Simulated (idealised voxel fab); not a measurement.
This section sets out a process module, namely voxel trench capacitor.
This is section cut - it's 235 nm across, gridded in 5 nm square cells.
How to read a cross-section here: the picture is a grid of square cells, written as bands going from the top down, and any band can span one or more rows of cells. Band: top height; bottom height; in nm. Then, left to right: material with width in nm, for each material. "full width": a single material spanning edge to edge. "air": empty space. We count height from 0. Below that, the starting wafer is all one material. The lowest band never ends at the bottom but goes on down; see "0 -> down" for how that is written. The notation "30..40" denotes a width that varies across the rows of cells in the band, beginning at the first number in the top row, finishing at the second number in the bottom row, and changing by an identical amount from each row to the next. Step marked "no alteration"? Then no cell in the cross-section changed in it. Reported under the label "Voids, sealed" are the empty spaces having no open way to the top and comprising 8 cells or more; the notation for each is width x height at distance, in which the distance is measured from the left edge and all three values are in nm. Anything after a step's settings on that line? It's the simulator's own note about the step. Regarding "overlay nm": on a step with a mask, it is the distance the mask lay to the right of its planned place; a negative value places it to the left.
[Process steps (planned)]
- 1: RECEIVE (material Si)
- 2: CONFORMAL_DEP (material SiN; thk nm 5)
- 3: MASKED_ETCH (tone open; mask id TRENCH; width nm 25; pitch nm 55; etch materials SiN; depth nm 5; overlay nm 0)
- 4: MASKED_ETCH (tone open; mask id TRENCH; width nm 25; pitch nm 55; etch materials Si; depth nm 40; overlay nm 0)
- 5: CONFORMAL_DEP (material Al2O3; thk nm 5)
- 6: FILL_DEP (material polySi; thk nm 10)
- 7: CMP (height nm 5)
[Cross-section of the wafer upon arrival, representing the state reached after step 1]
- 0 -> down: Si full width
- Voids, sealed: none
[Sectioned view, first of two wafers, at the close of the module, processed as intended in the plan]
- 5 -> 0: 50 nm SiN, then 5 nm Al2O3, then 15 nm polySi, then 5 nm Al2O3, then 30 nm SiN, then 5 nm Al2O3, then 15 nm polySi, then 5 nm Al2O3, then 30 nm SiN, then 5 nm Al2O3, then 15 nm polySi, then 5 nm Al2O3, then 50 nm SiN
- 0 -> -35: 50 nm Si, then 5 nm Al2O3, then 15 nm polySi, then 5 nm Al2O3, then 30 nm Si, then 5 nm Al2O3, then 15 nm polySi, then 5 nm Al2O3, then 30 nm Si, then 5 nm Al2O3, then 15 nm polySi, then 5 nm Al2O3, then 50 nm Si
- -35 -> -40: 50 nm Si, then 25 nm Al2O3, then 30 nm Si, then 25 nm Al2O3, then 30 nm Si, then 25 nm Al2O3, then 50 nm Si
- -40 -> down: Si full width
- Voids, sealed: none
[The second wafer, shown in cross-section after the module: started the same way as the first and given the same plan, yet one mistake crept into how it was run]
- 5 -> 0: 50 nm Al2O3, then 25 nm SiN, then 30 nm Al2O3, then 25 nm SiN, then 30 nm Al2O3, then 25 nm SiN, then 50 nm Al2O3
- 0 -> down: Si full width
- Voids, sealed: none
Against the plan, the run slipped here: planned and actual differ for step 3; actual: MASKED_ETCH (tone cover; mask id TRENCH; width nm 25; pitch nm 55; etch materials SiN; depth nm 5; overlay nm 0)
Upon completion, the second wafer contains, in terms of cells, a greater or smaller amount of certain materials than the first wafer: -31 Al2O3 | +120 Si | -17 SiN | -72 polySi
